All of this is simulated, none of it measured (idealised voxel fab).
Documented hereafter: the process module known as voxel released beams.
Pictured: cross-section cut, 270 nm wide, on a grid of 5 nm square cells.
When this document writes out a cross-section, it uses a grid of square cells and lists it as bands, beginning at the top and moving down, with a band standing for one or more rows of cells.
Band: top height; bottom height; in nm. Then, left to right: material with width in nm, for each material. "full width": a single material spanning edge to edge. "air": empty space.
Basically, 0 is our baseline, since under it the wafer straight out of the box is all one material. The bottom band has no lower end and keeps on going down, so it looks like "0 -> down".
The width entry "30->40" should be interpreted row by row: the top row of cells in the band takes the first number, the bottom row takes the second number, and the change between adjacent rows is uniform throughout.
Basically "remained the same" means that step didn't change any cell in the cross-section.
Under "Sealed internal voids" you'll find the enclosed gaps, the ones with no way out to the top, that are 8 cells or bigger; each reads width x height at distance, with distance counted from the left edge, everything in nm.
That trailing text on a step's line, after the settings, is the simulator's own remark on the step.
overlay nm: for a step with a mask, the amount by which the mask lay right of where it was planned; a negative amount means left of it.
Listed below are the process steps as planned
1: RECEIVE: material Si
2: CONFORMAL_DEP: material SiN, thk nm 5
3: DIRECTIONAL_DEP: material SiO2, thk nm 10
4: MASKED_ETCH: tone open, mask id ANCHOR, width nm 35, etch materials SiO2, depth nm 10, overlay nm 0
5: CONFORMAL_DEP: material polySi, thk nm 10
6: DIRECTIONAL_DEP: material aC, thk nm 15
7: PATTERN: tone cover, mask id BEAM, material resist, width nm 100, thk nm 30, overlay nm 0
8: DIRECTIONAL_ETCH: etch materials aC, depth nm 15
9: STRIP: etch materials resist
10: DIRECTIONAL_ETCH: etch materials polySi, depth nm 10
11: STRIP: etch materials aC
12: STRIP: etch materials SiO2
As-received wafer cross-section (after step 1)
> 0 -> down: Si full width
> Sealed internal voids: none
End-of-module cross-section of the first of two wafers, processed as planned
> 25 -> 15: 80 of air, 15 of polySi, 15 of air, 70 of polySi, 90 of air
> 15 -> 5: 85 of air, 35 of polySi, 150 of air
> 5 -> 0: SiN full width
> 0 -> down: Si full width
> Sealed internal voids: none
Cross-sectional view: second of two wafers, end of module; start and plan identical to the first, one mistake in running
> 20 -> 10: 80->85 of air, 10->5 of polySi, 25 of air, 65->5 of polySi, 90->150 of air
> 10 -> 5: 85 of air, 35 of polySi, 150 of air
> 5 -> 0: SiN full width
> 0 -> down: Si full width
> Sealed internal voids: none
Plan not followed: step 5, actual vs plan mismatch, actual run CONFORMAL_DEP: material polySi, thk nm 5
Wrapping up, a cell-based count of both wafers puts the second over or under the first for these materials: -24 polySi
